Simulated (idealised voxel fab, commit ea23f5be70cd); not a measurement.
Process module heading - voxel wiring stack
It is cross-section cut that appears here, measuring 225 nm in width, its square cells being 5 nm in size.
Think of the cross-section as a grid of square cells. We describe it in bands, top to bottom, and each band covers one or more rows of those cells. In this notation a band is specified by the heights of its top and bottom, in that order and in nm, after which its materials appear from left to right, each paired with its width in nm. The word "all across" attached to a single material means that material fills the band from edge to edge; the word "empty" stands for empty space. Basically, 0 is our baseline, since under it the wafer straight out of the box is all one material. The bottom band has no lower end and keeps on going down, so it looks like "0 down". When a width is written as two numbers, as in "30 to 40", the first number is the width in the top row of cells of the band and the second is the width in its bottom row, and the width changes by the same amount from each row to the next. Take "nothing was modified" at face value: in the step it is given for, the cross-section changed in none of its cells. Closed empty spaces (no open way to the top) of 8 cells or more are what "Encapsulated voids" lists, each as width x height at distance from the left edge, nm for all three. It should be noted that, on the line of a given step, the content following the step's settings is a remark produced by the simulator itself with respect to that step. If you see "overlay nm" on a step's line and that step has a mask, it's telling you how far right of where it was planned the mask ended up; a negative number means it went left instead.

This section lists the process steps that were planned
| 1 | RECEIVE: material Si |
| 2 | CONFORMAL_DEP: material SiO2, thk nm 10 |
| 3 | CONFORMAL_DEP: material SiCN, thk nm 5 |
| 4 | DIRECTIONAL_DEP: material SiO2, thk nm 15 |
| 5 | DIRECTIONAL_DEP: material aC, thk nm 15 |
| 6 | PATTERN: tone open, mask id METAL_1, material resist, width nm 25, pitch nm 50, thk nm 30, overlay nm 0 |
| 7 | DIRECTIONAL_ETCH: etch materials aC, depth nm 15 |
| 8 | STRIP: etch materials resist |
| 9 | DIRECTIONAL_ETCH: etch materials SiO2, depth nm 15 |
| 10 | DIRECTIONAL_ETCH: etch materials SiCN, depth nm 5 |
| 11 | STRIP: etch materials aC |
| 12 | CONFORMAL_DEP: material TiN, thk nm 5 |
| 13 | FILL_DEP: material Cu, thk nm 10 |
| 14 | CMP: height nm 30 |
| 15 | CONFORMAL_DEP: material SiCN, thk nm 5 |
| 16 | DIRECTIONAL_DEP: material lowk, thk nm 15 |
| 17 | MASKED_ETCH: tone open, mask id PLUG_1, width nm 15, pitch nm 50, etch materials lowk, depth nm 15, overlay nm 0 |
| 18 | MASKED_ETCH: tone open, mask id PLUG_1, width nm 15, pitch nm 50, etch materials SiCN, depth nm 5, overlay nm 0 |
| 19 | CONFORMAL_DEP: material TiN, thk nm 5 |
| 20 | FILL_DEP: material Ru, thk nm 10 |
| 21 | CMP: height nm 50 |
| 22 | DIRECTIONAL_DEP: material TiN, thk nm 5 |
| 23 | DIRECTIONAL_DEP: material W, thk nm 15 |
| 24 | PATTERN: tone cover, mask id METAL_2, material resist, width nm 25, pitch nm 50, thk nm 20, overlay nm -15 |
| 25 | DIRECTIONAL_ETCH: etch materials W, depth nm 15 |
| 26 | DIRECTIONAL_ETCH: etch materials TiN, depth nm 5 |
| 27 | STRIP: etch materials resist |
| 28 | CONFORMAL_DEP: material SiN, thk nm 5 |
| 29 | FILL_DEP: material lowk, thk nm 5 |
| 30 | CMP: height nm 70 |
| 31 | CONFORMAL_DEP: material SiCN, thk nm 5 |
For clarity, it should be stated that the wafers under discussion commence in an identical condition and differ with respect to the overlay nm of step 24, the plan indicating the value that the first wafer had.

As-received state after step 1, first of several wafers, cross-section
  0 down: Si all across
  Encapsulated voids: none

Cross-section after step 31, the final step of the module, for the first of several wafers
  75 to 70: SiCN all across
  70 to 55: lowk: 55  SiN: 5  W: 25  SiN: 5  lowk: 15  SiN: 5  W: 25  SiN: 5  lowk: 85
  55 to 50: SiN: 60  TiN: 25  SiN: 25  TiN: 25  SiN: 90
  50 to 35: lowk: 75  TiN: 5  Ru: 5  TiN: 5  lowk: 35  TiN: 5  Ru: 5  TiN: 5  lowk: 85
  35 to 30: SiCN: 75  TiN: 15  SiCN: 35  TiN: 15  SiCN: 85
  30 to 15: SiO2: 75  TiN: 5  Cu: 15  TiN: 5  SiO2: 25  TiN: 5  Cu: 15  TiN: 5  SiO2: 75
  15 to 10: SiCN: 75  TiN: 25  SiCN: 25  TiN: 25  SiCN: 75
  10 to 0: SiO2 all across
  0 down: Si all across
  Encapsulated voids: none

At the end of the module, the last of several wafers in cross-section
  75 to 70: SiCN all across
  70 to 55: lowk: 85  SiN: 5  W: 25  SiN: 5  lowk: 15  SiN: 5  W: 25  SiN: 5  lowk: 55
  55 to 50: SiN: 90  TiN: 25  SiN: 25  TiN: 25  SiN: 60
  50 to 35: lowk: 75  TiN: 5  Ru: 5  TiN: 5  lowk: 35  TiN: 5  Ru: 5  TiN: 5  lowk: 85
  35 to 30: SiCN: 75  TiN: 15  SiCN: 35  TiN: 15  SiCN: 85
  30 to 15: SiO2: 75  TiN: 5  Cu: 15  TiN: 5  SiO2: 25  TiN: 5  Cu: 15  TiN: 5  SiO2: 75
  15 to 10: SiCN: 75  TiN: 25  SiCN: 25  TiN: 25  SiCN: 75
  10 to 0: SiO2 all across
  0 down: Si all across
  Encapsulated voids: none

So in this table every wafer gets its own row, and what you see is where it stands at the end of the module: for each material, how many cells it picked up (+) or gave up (-) since we received it, and after that its closed voids
overlay nm -15 | +18 Cu | +6 Ru | +119 SiCN | +47 SiN | +195 SiO2 | +50 TiN | +30 W | +210 lowk | Encapsulated voids: none
overlay nm -10 | +18 Cu | +6 Ru | +119 SiCN | +47 SiN | +195 SiO2 | +50 TiN | +30 W | +210 lowk | Encapsulated voids: none
overlay nm -5 | +18 Cu | +6 Ru | +119 SiCN | +47 SiN | +195 SiO2 | +50 TiN | +30 W | +210 lowk | Encapsulated voids: none
overlay nm 0 | +18 Cu | +6 Ru | +119 SiCN | +47 SiN | +195 SiO2 | +50 TiN | +30 W | +210 lowk | Encapsulated voids: none
overlay nm 5 | +18 Cu | +6 Ru | +119 SiCN | +47 SiN | +195 SiO2 | +50 TiN | +30 W | +210 lowk | Encapsulated voids: none
overlay nm 10 | +18 Cu | +6 Ru | +119 SiCN | +47 SiN | +195 SiO2 | +50 TiN | +30 W | +210 lowk | Encapsulated voids: none
overlay nm 15 | +18 Cu | +6 Ru | +119 SiCN | +47 SiN | +195 SiO2 | +50 TiN | +30 W | +210 lowk | Encapsulated voids: none
